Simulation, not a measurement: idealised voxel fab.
process module | voxel self aligned vias
It is cross-section cut that appears here, measuring 225 nm in width, its square cells being 5 nm in size.
Notation: cross-section as square-cell grid; stated in bands, top first, going down; one or more cell rows per band. What a band's entry tells you: where the top is and where the bottom is, as heights in nm, and after that what lies inside, material by material from left to right, each with its width in nm. Empty space is written as the word "empty", and a single material marked with the word "edge to edge" occupies the band from edge to edge. Heights from 0 (as-received wafer is one material below). Bottom band endless downward, as "0 down". It should be noted that a width expressed as "30..40" varies in equal increments from row to row of cells within the band, taking the value of the first number at the top row and that of the second number at the bottom row. Step note "stayed the same" = no cross-section cell changed. "Unvented internal voids" - sealed voids, min. 8 cells, no opening to top; format: width x height at distance (distance from left edge; nm throughout). Anything after a step's settings on that line? It's the simulator's own note about the step. Among the settings permitted on a step's line is "overlay nm"; applied to a step with a mask, it specifies the extent to which the mask lay to the right of its planned position, whereas a negative figure signifies a position to the left.
# The process steps that were planned are listed below
1,op RECEIVE | material Si
2,op CONFORMAL_DEP | material SiO2 | thk nm 10
3,op CONFORMAL_DEP | material SiCN | thk nm 5
4,op DIRECTIONAL_DEP | material lowk | thk nm 30
5,op MASKED_ETCH | tone open | mask id LINES | width nm 30 | pitch nm 70 | etch materials lowk | depth nm 30 | overlay nm 0
6,op CONFORMAL_DEP | material TiN | thk nm 5
7,op FILL_DEP | material W | thk nm 10
8,op CMP | height nm 45
9,op SELECTIVE_ETCH | etch materials W Ru TiN | depth nm 10
10,op FILL_DEP | material SiN | thk nm 10
11,op CMP | height nm 45
12,op DIRECTIONAL_DEP | material lowk | thk nm 15
13,op MASKED_ETCH | tone open | mask id VIAS | width nm 40 | pitch nm 70 | etch materials lowk | depth nm 15 | overlay nm 0
14,op MASKED_ETCH | tone open | mask id VIAS | width nm 40 | pitch nm 70 | etch materials SiN | depth nm 10 | overlay nm 0
15,op CONFORMAL_DEP | material TiN | thk nm 5
16,op FILL_DEP | material W | thk nm 5
17,op CMP | height nm 60
18,op CONFORMAL_DEP | material SiCN | thk nm 5
# Of two wafers, the first: run according to plan
# Shown in cross-section is the wafer as received, that is, as it stands after step 1
- 0 down  Si edge to edge
- Unvented internal voids: none
# How the wafer stands in section after step 2
- 10 to 0  SiO2 edge to edge
- For the remainder of the cross-section, below 0, there is no change.
# How the wafer stands in section after step 3
- 15 to 10  SiCN edge to edge
- For the remainder of the cross-section, below 10, there is no change.
# How the wafer stands in section after step 4
- 45 to 15  lowk edge to edge
- For the remainder of the cross-section, below 15, there is no change.
# How the wafer stands in section after step 5
- 45 to 15  60 nm lowk, then 30 nm empty, then 40 nm lowk, then 30 nm empty, then 65 nm lowk
- For the remainder of the cross-section, below 15, there is no change.
# How the wafer stands in section after step 6
- 50 to 45  65 nm TiN, then 20 nm empty, then 50 nm TiN, then 20 nm empty, then 70 nm TiN
- 45 to 20  60 nm lowk, then 5 nm TiN, then 20 nm empty, then 5 nm TiN, then 40 nm lowk, then 5 nm TiN, then 20 nm empty, then 5 nm TiN, then 65 nm lowk
- 20 to 15  60 nm lowk, then 30 nm TiN, then 40 nm lowk, then 30 nm TiN, then 65 nm lowk
- For the remainder of the cross-section, below 15, there is no change.
# How the wafer stands in section after step 7
- 60 to 50  W edge to edge
- 50 to 45  65 nm TiN, then 20 nm W, then 50 nm TiN, then 20 nm W, then 70 nm TiN
- 45 to 20  60 nm lowk, then 5 nm TiN, then 20 nm W, then 5 nm TiN, then 40 nm lowk, then 5 nm TiN, then 20 nm W, then 5 nm TiN, then 65 nm lowk
- For the remainder of the cross-section, below 20, there is no change.
# How the wafer stands in section after step 8
- 45 to 20  60 nm lowk, then 5 nm TiN, then 20 nm W, then 5 nm TiN, then 40 nm lowk, then 5 nm TiN, then 20 nm W, then 5 nm TiN, then 65 nm lowk
- For the remainder of the cross-section, below 20, there is no change.
# How the wafer stands in section after step 9
- 45 to 35  60 nm lowk, then 30 nm empty, then 40 nm lowk, then 30 nm empty, then 65 nm lowk
- For the remainder of the cross-section, below 35, there is no change.
# How the wafer stands in section after step 10
- 55 to 45  SiN edge to edge
- 45 to 35  60 nm lowk, then 30 nm SiN, then 40 nm lowk, then 30 nm SiN, then 65 nm lowk
- For the remainder of the cross-section, below 35, there is no change.
# How the wafer stands in section after step 11
- 45 to 35  60 nm lowk, then 30 nm SiN, then 40 nm lowk, then 30 nm SiN, then 65 nm lowk
- For the remainder of the cross-section, below 35, there is no change.
# How the wafer stands in section after step 12
- 60 to 45  lowk edge to edge
- For the remainder of the cross-section, below 45, there is no change.
# How the wafer stands in section after step 13
- 60 to 45  55 nm lowk, then 40 nm empty, then 30 nm lowk, then 40 nm empty, then 60 nm lowk
- For the remainder of the cross-section, below 45, there is no change.
# How the wafer stands in section after step 14
- 60 to 45  55 nm lowk, then 40 nm empty, then 30 nm lowk, then 40 nm empty, then 60 nm lowk
- 45 to 35  60 nm lowk, then 30 nm empty, then 40 nm lowk, then 30 nm empty, then 65 nm lowk
- For the remainder of the cross-section, below 35, there is no change.
# How the wafer stands in section after step 15
- 65 to 60  60 nm TiN, then 30 nm empty, then 40 nm TiN, then 30 nm empty, then 65 nm TiN
- 60 to 50  55 nm lowk, then 5 nm TiN, then 30 nm empty, then 5 nm TiN, then 30 nm lowk, then 5 nm TiN, then 30 nm empty, then 5 nm TiN, then 60 nm lowk
- 50 to 40  55..60 nm lowk, then 10..5 nm TiN, then 20 nm empty, then 10..5 nm TiN, then 30..40 nm lowk, then 10..5 nm TiN, then 20 nm empty, then 10..5 nm TiN, then 60..65 nm lowk
- 40 to 35  60 nm lowk, then 30 nm TiN, then 40 nm lowk, then 30 nm TiN, then 65 nm lowk
- For the remainder of the cross-section, below 35, there is no change.
# How the wafer stands in section after step 16
- 70 to 65  W edge to edge
- 65 to 60  60 nm TiN, then 30 nm W, then 40 nm TiN, then 30 nm W, then 65 nm TiN
- 60 to 50  55 nm lowk, then 5 nm TiN, then 30 nm W, then 5 nm TiN, then 30 nm lowk, then 5 nm TiN, then 30 nm W, then 5 nm TiN, then 60 nm lowk
- 50 to 40  55..60 nm lowk, then 10..5 nm TiN, then 20 nm W, then 10..5 nm TiN, then 30..40 nm lowk, then 10..5 nm TiN, then 20 nm W, then 10..5 nm TiN, then 60..65 nm lowk
- For the remainder of the cross-section, below 40, there is no change.
# How the wafer stands in section after step 17
- 60 to 50  55 nm lowk, then 5 nm TiN, then 30 nm W, then 5 nm TiN, then 30 nm lowk, then 5 nm TiN, then 30 nm W, then 5 nm TiN, then 60 nm lowk
- For the remainder of the cross-section, below 50, there is no change.
# How the wafer stands in section after step 18
- 65 to 60  SiCN edge to edge
- For the remainder of the cross-section, below 60, there is no change.
# The second wafer: identical to the first at the outset and in its planned sequence, differing only in that one mistake was made during processing; up to and including step 12, its path is the first wafer's path
# Second wafer shown in cross-section at the time step 13 was slated to end
- 60 to 45  55 nm empty, then 40 nm lowk, then 30 nm empty, then 40 nm lowk, then 60 nm empty
- For the remainder of the cross-section, below 45, there is no change.
Second wafer shown in cross-section at the time step 14 was slated to end: stayed the same
# Second wafer shown in cross-section at the time step 15 was slated to end
- 65 to 60  50 nm empty, then 50 nm TiN, then 20 nm empty, then 50 nm TiN, then 55 nm empty
- 60 to 50  50 nm empty, then 5 nm TiN, then 40 nm lowk, then 5 nm TiN, then 20 nm empty, then 5 nm TiN, then 40 nm lowk, then 5 nm TiN, then 55 nm empty
- 50 to 45  55 nm TiN, then 40 nm lowk, then 30 nm TiN, then 40 nm lowk, then 60 nm TiN
- For the remainder of the cross-section, below 45, there is no change.
# Second wafer shown in cross-section at the time step 16 was slated to end
- 70 to 65  W edge to edge
- 65 to 60  50 nm W, then 50 nm TiN, then 20 nm W, then 50 nm TiN, then 55 nm W
- 60 to 50  50 nm W, then 5 nm TiN, then 40 nm lowk, then 5 nm TiN, then 20 nm W, then 5 nm TiN, then 40 nm lowk, then 5 nm TiN, then 55 nm W
- For the remainder of the cross-section, below 50, there is no change.
# Second wafer shown in cross-section at the time step 17 was slated to end
- 60 to 50  50 nm W, then 5 nm TiN, then 40 nm lowk, then 5 nm TiN, then 20 nm W, then 5 nm TiN, then 40 nm lowk, then 5 nm TiN, then 55 nm W
- For the remainder of the cross-section, below 50, there is no change.
# Second wafer shown in cross-section at the time step 18 was slated to end
- 65 to 60  SiCN edge to edge
- For the remainder of the cross-section, below 60, there is no change.
So what did we get wrong on this run? not per plan at step 13, really ran op MASKED_ETCH | tone cover | mask id VIAS | width nm 40 | pitch nm 70 | etch materials lowk | depth nm 15 | overlay nm 0
Final difference in cells, second wafer against first, listed per material as more or fewer: 24 more of SiN; 5 more of TiN; 10 more of W; 39 fewer of lowk
